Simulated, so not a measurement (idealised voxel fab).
process module | voxel ribs on slabs
cross-section cut | 265 nm wide | cells 5 nm
A cross-section is a grid of square cells, given in bands from the top down. A band is one or more rows of cells.
Each band's line starts with the height of the band's top and of its bottom, in nm. Then come its materials from left to right, each with its width in nm. One material with "throughout" fills the band from edge to edge. "air" is empty space.
Height 0 is the level under which the wafer as received is all one material. The lowest band goes on downwards, as in "0 down".
A width such as "30 to 40" changes by the same amount from each row of cells to the next, from the band's top row to its bottom row.
"no change" after a step means that no cell of the cross-section changed.
closed voids: empty space of 8 cells or more with no open way to the top, each as width x height at its distance from the left edge, in nm
after a step's settings: what the simulator itself notes on the step
overlay nm, on a step with a mask: how far to the right of its planned place the mask lay; to the left if negative
plan
1 op RECEIVE | material Si
2 op DIRECTIONAL_DEP | material SiO2 | thk nm 25
3 op DIRECTIONAL_DEP | material polySi | thk nm 15
4 op PATTERN | tone cover | mask id RIB | material resist | width nm 30 | thk nm 20 | overlay nm 0
5 op DIRECTIONAL_ETCH | etch materials polySi | depth nm 5
6 op STRIP | etch materials resist
7 op PATTERN | tone cover | mask id SLAB | material resist | width nm 70 | thk nm 15 | overlay nm 0
8 op DIRECTIONAL_ETCH | etch materials polySi | depth nm 10
9 op STRIP | etch materials resist
10 op FILL_DEP | material SiO2 | thk nm 15
11 op CMP | height nm 50
12 op DIRECTIONAL_DEP | material TiN | thk nm 5
13 op DIRECTIONAL_DEP | material aC | thk nm 15
14 op PATTERN | tone cover | mask id HEATER | material resist | width nm 40 | thk nm 35 | overlay nm 0
15 op DIRECTIONAL_ETCH | etch materials aC | depth nm 15
16 op STRIP | etch materials resist
17 op DIRECTIONAL_ETCH | etch materials TiN | depth nm 5
18 op STRIP | etch materials aC
19 op CONFORMAL_DEP | material SiO2 | thk nm 10
first wafer, as planned
as received, after step 1
  0 down: Si throughout
  closed voids: none
after step 2
  25 to 0: SiO2 throughout
  below 0: unchanged
after step 3
  40 to 25: polySi throughout
  below 25: unchanged
after step 4
  60 to 40: air 115 | resist 30 | air 120
  below 40: unchanged
after step 5
  60 to 40: air 115 | resist 30 | air 120
  40 to 35: air 115 | polySi 30 | air 120
  below 35: unchanged
after step 6
  40 to 35: air 115 | polySi 30 | air 120
  below 35: unchanged
after step 7
  55 to 40: air 95 | resist 70 | air 100
  40 to 35: air 95 | resist 20 | polySi 30 | resist 20 | air 100
  below 35: unchanged
after step 8
  55 to 40: air 95 | resist 70 | air 100
  40 to 35: air 95 | resist 20 | polySi 30 | resist 20 | air 100
  35 to 25: air 95 | polySi 70 | air 100
  below 25: unchanged
after step 9
  40 to 35: air 115 | polySi 30 | air 120
  below 35: unchanged
after step 10
  55 to 40: SiO2 throughout
  40 to 35: SiO2 115 | polySi 30 | SiO2 120
  35 to 25: SiO2 95 | polySi 70 | SiO2 100
  below 25: unchanged
after step 11
  50 to 40: SiO2 throughout
  below 40: unchanged
after step 12
  55 to 50: TiN throughout
  below 50: unchanged
after step 13
  70 to 55: aC throughout
  below 55: unchanged
after step 14
  105 to 70: air 110 | resist 40 | air 115
  below 70: unchanged
after step 15
  90 to 70: air 110 | resist 40 | air 115
  70 to 55: air 110 | aC 40 | air 115
  below 55: unchanged
after step 16
  70 to 55: air 110 | aC 40 | air 115
  below 55: unchanged
after step 17
  70 to 55: air 110 | aC 40 | air 115
  55 to 50: air 110 | TiN 40 | air 115
  below 50: unchanged
after step 18
  55 to 50: air 110 | TiN 40 | air 115
  below 50: unchanged
after step 19
  65 to 60: air 100 | SiO2 60 | air 105
  60 to 55: SiO2 throughout
  55 to 50: SiO2 110 | TiN 40 | SiO2 115
  below 50: unchanged
second wafer: like start, like plan, one mistake. Through step 2 it matches the first wafer
when step 3 should have ended
  55 to 25: polySi throughout
  below 25: unchanged
when step 4 should have ended
  75 to 55: air 115 | resist 30 | air 120
  below 55: unchanged
when step 5 should have ended
  75 to 55: air 115 | resist 30 | air 120
  55 to 50: air 115 | polySi 30 | air 120
  below 50: unchanged
when step 6 should have ended
  55 to 50: air 115 | polySi 30 | air 120
  below 50: unchanged
when step 7 should have ended
  70 to 55: air 95 | resist 70 | air 100
  55 to 50: air 95 | resist 20 | polySi 30 | resist 20 | air 100
  below 50: unchanged
when step 8 should have ended
  70 to 55: air 95 | resist 70 | air 100
  55 to 50: air 95 | resist 20 | polySi 30 | resist 20 | air 100
  50 to 40: air 95 | polySi 70 | air 100
  below 40: unchanged
when step 9 should have ended
  55 to 50: air 115 | polySi 30 | air 120
  below 50: unchanged
when step 10 should have ended
  70 to 55: SiO2 throughout
  55 to 50: SiO2 115 | polySi 30 | SiO2 120
  50 to 40: SiO2 95 | polySi 70 | SiO2 100
  below 40: unchanged
when step 11 should have ended
  50 to 40: SiO2 95 | polySi 70 | SiO2 100
  below 40: unchanged
when step 12 should have ended
  55 to 50: TiN throughout
  below 50: unchanged
when step 13 should have ended
  70 to 55: aC throughout
  below 55: unchanged
when step 14 should have ended
  105 to 70: air 110 | resist 40 | air 115
  below 70: unchanged
when step 15 should have ended
  90 to 70: air 110 | resist 40 | air 115
  70 to 55: air 110 | aC 40 | air 115
  below 55: unchanged
when step 16 should have ended
  70 to 55: air 110 | aC 40 | air 115
  below 55: unchanged
when step 17 should have ended
  70 to 55: air 110 | aC 40 | air 115
  55 to 50: air 110 | TiN 40 | air 115
  below 50: unchanged
when step 18 should have ended
  55 to 50: air 110 | TiN 40 | air 115
  below 50: unchanged
when step 19 should have ended
  65 to 60: air 100 | SiO2 60 | air 105
  60 to 55: SiO2 throughout
  55 to 50: SiO2 110 | TiN 40 | SiO2 115
  below 50: unchanged
what went wrong: step 3 was run twice
at the end the second wafer has, in cells: 153 fewer of SiO2 | 153 more of polySi
